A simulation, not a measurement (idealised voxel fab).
Documented hereafter: the process module known as voxel quadruple lines.
Section cut is 225 nm wide and gridded with 5 nm square cells.
Think of the cross-section as a grid of square cells. We describe it in bands, top to bottom, and each band covers one or more rows of those cells.
Read a band's entry like this: the first values are the height of its top and the height of its bottom in nm, and what follows is the sequence of materials from left to right, each with its width in nm. Note that "air" is empty space, and that a single material marked "full width" reaches across the band from edge to edge.
Note: height 0 marks the level under which the wafer is uniformly one material as received. Lowest band unbounded below, written "0 and below".
Quick explanation for "30..40": the width changes in equal steps down the rows of cells, from the first number in the band's top row to the second number in its bottom row.
"nothing was modified", as given for a step, is the statement that not any cell of the cross-section underwent a change during that step.
"Sealed voids" specifies each empty space that is not open to the top and that occupies no fewer than 8 cells, using the form width x height at distance, the distance measured from the left edge and all three quantities in nm.
If you see something after the settings on a step's line, that's the simulator's own remark about that step.
overlay nm: on a step with a mask, how far right of its planned place the mask lay; negative means left.

**The process steps that were planned are listed below**
- 1: op RECEIVE | material Si
- 2: op CONFORMAL_DEP | material SiO2 | thk nm 10
- 3: op DIRECTIONAL_DEP | material TiN | thk nm 10
- 4: op DIRECTIONAL_DEP | material polySi | thk nm 20
- 5: op DIRECTIONAL_DEP | material aC | thk nm 20
- 6: op PATTERN | tone cover | mask id MANDREL | material resist | width nm 30 | thk nm 30 | overlay nm 0
- 7: op DIRECTIONAL_ETCH | etch materials aC | depth nm 20
- 8: op STRIP | etch materials resist
- 9: op CONFORMAL_DEP | material SiO2 | thk nm 10
- 10: op DIRECTIONAL_ETCH | etch materials SiO2 | depth nm 10
- 11: op STRIP | etch materials aC
- 12: op DIRECTIONAL_ETCH | etch materials polySi | depth nm 20
- 13: op STRIP | etch materials SiO2
- 14: op CONFORMAL_DEP | material SiN | thk nm 10
- 15: op DIRECTIONAL_ETCH | etch materials SiN | depth nm 10
- 16: op STRIP | etch materials polySi
- 17: op DIRECTIONAL_ETCH | etch materials TiN | depth nm 10
- 18: op STRIP | etch materials SiN
- 19: op FILL_DEP | material lowk | thk nm 10
- 20: op CMP | height nm 20

**What follows covers the first of two wafers; it ran as planned**

**as received, after step 1**
- 0 and below | Si full width
- Sealed voids: none

**After step 2: wafer cross-section**
- 10 down to 0 | SiO2 full width
- Whatever lies below 0 is exactly as it was before.

**After step 3: wafer cross-section**
- 20 down to 10 | TiN full width
- Whatever lies below 10 is exactly as it was before.

**After step 4: wafer cross-section**
- 40 down to 20 | polySi full width
- Whatever lies below 20 is exactly as it was before.

**After step 5: wafer cross-section**
- 60 down to 40 | aC full width
- Whatever lies below 40 is exactly as it was before.

**After step 6: wafer cross-section**
- 90 down to 60 | 95 of air  30 of resist  100 of air
- Whatever lies below 60 is exactly as it was before.

**After step 7: wafer cross-section**
- 70 down to 60 | 95 of air  30 of resist  100 of air
- 60 down to 40 | 95 of air  30 of aC  100 of air
- Whatever lies below 40 is exactly as it was before.

**After step 8: wafer cross-section**
- 60 down to 40 | 95 of air  30 of aC  100 of air
- Whatever lies below 40 is exactly as it was before.

**After step 9: wafer cross-section**
- 70 down to 60 | 85 of air  50 of SiO2  90 of air
- 60 down to 50 | 85 of air  10 of SiO2  30 of aC  10 of SiO2  90 of air
- 50 down to 40 | 95 of SiO2  30 of aC  100 of SiO2
- Whatever lies below 40 is exactly as it was before.

**After step 10: wafer cross-section**
- 60 down to 40 | 85 of air  10 of SiO2  30 of aC  10 of SiO2  90 of air
- Whatever lies below 40 is exactly as it was before.

**After step 11: wafer cross-section**
- 60 down to 40 | 85 of air  10 of SiO2  30 of air  10 of SiO2  90 of air
- Whatever lies below 40 is exactly as it was before.

**After step 12: wafer cross-section**
- 60 down to 40 | 85 of air  10 of SiO2  30 of air  10 of SiO2  90 of air
- 40 down to 20 | 85 of air  10 of polySi  30 of air  10 of polySi  90 of air
- Whatever lies below 20 is exactly as it was before.

**After step 13: wafer cross-section**
- 40 down to 20 | 85 of air  10 of polySi  30 of air  10 of polySi  90 of air
- Whatever lies below 20 is exactly as it was before.

**After step 14: wafer cross-section**
- 50 down to 40 | 75 of air  30 of SiN  10 of air  30 of SiN  80 of air
- 40 down to 30 | 75 of air  10 of SiN  10 of polySi  10 of SiN  10 of air  10 of SiN  10 of polySi  10 of SiN  80 of air
- 30 down to 20 | 85 of SiN  10 of polySi  30 of SiN  10 of polySi  90 of SiN
- Whatever lies below 20 is exactly as it was before.

**After step 15: wafer cross-section**
- 40 down to 20 | 75 of air  10 of SiN  10 of polySi  10 of SiN  10 of air  10 of SiN  10 of polySi  10 of SiN  80 of air
- Whatever lies below 20 is exactly as it was before.

**After step 16: wafer cross-section**
- 40 down to 20 | 75 of air  10 of SiN  10 of air  10 of SiN  10 of air  10 of SiN  10 of air  10 of SiN  80 of air
- Whatever lies below 20 is exactly as it was before.

**After step 17: wafer cross-section**
- 40 down to 20 | 75 of air  10 of SiN  10 of air  10 of SiN  10 of air  10 of SiN  10 of air  10 of SiN  80 of air
- 20 down to 10 | 75 of air  10 of TiN  10 of air  10 of TiN  10 of air  10 of TiN  10 of air  10 of TiN  80 of air
- Whatever lies below 10 is exactly as it was before.

**After step 18: wafer cross-section**
- 20 down to 10 | 75 of air  10 of TiN  10 of air  10 of TiN  10 of air  10 of TiN  10 of air  10 of TiN  80 of air
- Whatever lies below 10 is exactly as it was before.

**After step 19: wafer cross-section**
- 30 down to 20 | lowk full width
- 20 down to 10 | 75 of lowk  10 of TiN  10 of lowk  10 of TiN  10 of lowk  10 of TiN  10 of lowk  10 of TiN  80 of lowk
- Whatever lies below 10 is exactly as it was before.

**After step 20: wafer cross-section**
- 20 down to 10 | 75 of lowk  10 of TiN  10 of lowk  10 of TiN  10 of lowk  10 of TiN  10 of lowk  10 of TiN  80 of lowk
- Whatever lies below 10 is exactly as it was before.

**Notes, second wafer: start = first wafer's, plan = first wafer's, execution had one mistake; history identical to first through step 18**

**Cross-section, second wafer, at the end time the plan gives for step 19**
- 30 down to 20 | polySi full width
- 20 down to 10 | 75 of polySi  10 of TiN  10 of polySi  10 of TiN  10 of polySi  10 of TiN  10 of polySi  10 of TiN  80 of polySi
- Whatever lies below 10 is exactly as it was before.

**Cross-section, second wafer, at the end time the plan gives for step 20**
- 20 down to 10 | 75 of polySi  10 of TiN  10 of polySi  10 of TiN  10 of polySi  10 of TiN  10 of polySi  10 of TiN  80 of polySi
- Whatever lies below 10 is exactly as it was before.
What went wrong in running the wafer? step 19 ran differently from the plan; actual operation with settings: op FILL_DEP | material polySi | thk nm 10
Count the cells at the end and the second wafer has more or fewer of some materials than the first: 74 fewer of lowk; 74 more of polySi
